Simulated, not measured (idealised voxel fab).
Process module name: voxel transistor to metal
It is cross-section cut that appears here, measuring 170 nm in width, its square cells being 5 nm in size.
Cross-section, as written here: a square-cell grid given band by band from the top down, where a band holds one or more rows of cells.
The band entry comprises the height of the band's top followed by the height of its bottom, expressed in nm, and subsequently the band's materials from left to right, each stated together with its width in nm. Where a single material is marked with the word "throughout", that material fills the band from edge to edge. The word "blank" represents empty space.
Height 0 is the level under which the wafer as received is all one material. The lowest band goes on downwards, as in "0 down".
The width entry "30..40" should be interpreted row by row: the top row of cells in the band takes the first number, the bottom row takes the second number, and the change between adjacent rows is uniform throughout.
No cell of the cross-section changed in a step that is given as "remained unchanged".
Enclosed voids (no open way to top), threshold 8 cells or more, entry "Enclosed void catalog", notation width x height at distance, distance from left edge, nm.
Read whatever lies past the settings on a step's line as the simulator's own remark about the step.
When a step includes a mask, the "overlay nm" setting on its line states how far to the right of its planned place that mask lay, and negative values state how far to the left.
## Set out below are the planned steps of the process
1,RECEIVE with material Si
2,OXIDIZE with depth nm 5
3,CONFORMAL_DEP with material SiN, thk nm 10
4,PATTERN with tone cover, mask id ACTIVE, material resist, width nm 95, thk nm 20, overlay nm 0
5,DIRECTIONAL_ETCH with etch materials SiN, depth nm 10
6,DIRECTIONAL_ETCH with etch materials SiO2, depth nm 5
7,DIRECTIONAL_ETCH with etch materials Si, depth nm 35
8,STRIP with etch materials resist
9,OXIDIZE with depth nm 5
10,FILL_DEP with material SiO2, thk nm 15
11,CMP with height nm 10
12,SELECTIVE_ETCH with etch materials SiO2, depth nm 10
13,STRIP with etch materials SiN
14,SELECTIVE_ETCH with etch materials SiO2, depth nm 5
15,OXIDIZE with depth nm 5
16,DIRECTIONAL_DEP with material polySi, thk nm 25
17,DIRECTIONAL_DEP with material SiCN, thk nm 10
18,MASKED_ETCH with tone cover, mask id GATE, width nm 25, etch materials SiCN, depth nm 20, overlay nm 0
19,MASKED_ETCH with tone cover, mask id GATE, width nm 25, etch materials polySi, depth nm 35, overlay nm 0
20,CONFORMAL_DEP with material SiO2, thk nm 5
21,DIRECTIONAL_ETCH with etch materials SiO2, depth nm 5
22,CONFORMAL_DEP with material SiN, thk nm 10
23,DIRECTIONAL_ETCH with etch materials SiN, depth nm 10
24,DIRECTIONAL_ETCH with etch materials SiO2, depth nm 5
25,EPI with material pSi, thk nm 5
26,FILL_DEP with material SiO2, thk nm 10
27,CMP with height nm 20
28,STRIP with etch materials polySi
29,SELECTIVE_ETCH with etch materials SiO2, depth nm 5
30,CONFORMAL_DEP with material HfO2, thk nm 5
31,CONFORMAL_DEP with material TiN, thk nm 5
32,FILL_DEP with material W, thk nm 10
33,CMP with height nm 15
34,DIRECTIONAL_DEP with material SiO2, thk nm 15
35,MASKED_ETCH with tone open, mask id CONTACT, width nm 15, pitch nm 70, etch materials SiO2, depth nm 35, overlay nm 0
36,CONFORMAL_DEP with material TiN, thk nm 5
37,FILL_DEP with material W, thk nm 10
38,CMP with height nm 30
39,CONFORMAL_DEP with material SiN, thk nm 5
40,DIRECTIONAL_DEP with material lowk, thk nm 20
41,MASKED_ETCH with tone open, mask id METAL_1, width nm 15, pitch nm 70, etch materials lowk, depth nm 20, overlay nm 0
42,MASKED_ETCH with tone open, mask id METAL_1, width nm 15, pitch nm 70, etch materials SiN, depth nm 5, overlay nm 0
43,CONFORMAL_DEP with material TiN, thk nm 5
44,FILL_DEP with material W, thk nm 5
45,CMP with height nm 55
46,EPI with material Ru, thk nm 5
47,FILL_DEP with material SiCN, thk nm 5
## Cross-section of the wafer upon arrival, representing the state reached after step 1
- 0 down  Si throughout
- Enclosed void catalog: none
## Post-module cross-section: identical start and plan to those above, one misstep in execution
- 65 to 60  SiCN throughout
- 60 to 55  35 SiCN  25 Ru  45 SiCN  25 Ru  40 SiCN
- 55 to 35  40 lowk  5 TiN  5 W  5 TiN  55 lowk  5 TiN  5 W  5 TiN  45 lowk
- 35 to 30  40 SiN  15 TiN  55 SiN  15 TiN  45 SiN
- 30 to 15  40 SiO2  5 TiN  5 W  5 TiN  55 SiO2  5 TiN  5 W  5 TiN  45 SiO2
- 15 to 0  40 SiO2  5 TiN  5 W  5 TiN  10 SiN  5 HfO2  5 TiN  15 W  5 TiN  5 HfO2  10 SiN  5 TiN  5 W  5 TiN  45 SiO2
- 0 to -5  40 SiO2  15 TiN  10 SiN  5 HfO2  25 TiN  5 HfO2  10 SiN  15 TiN  45 SiO2
- -5 to -10  35 SiO2  20 pSi  10 SiO2  35 HfO2  10 SiO2  20 pSi  40 SiO2
- -10 to -80  40 SiO2  85 Si  45 SiO2
- -80 down  Si throughout
- Enclosed void catalog: none
Error vs. plan: yeah, plan step 7 got run twice
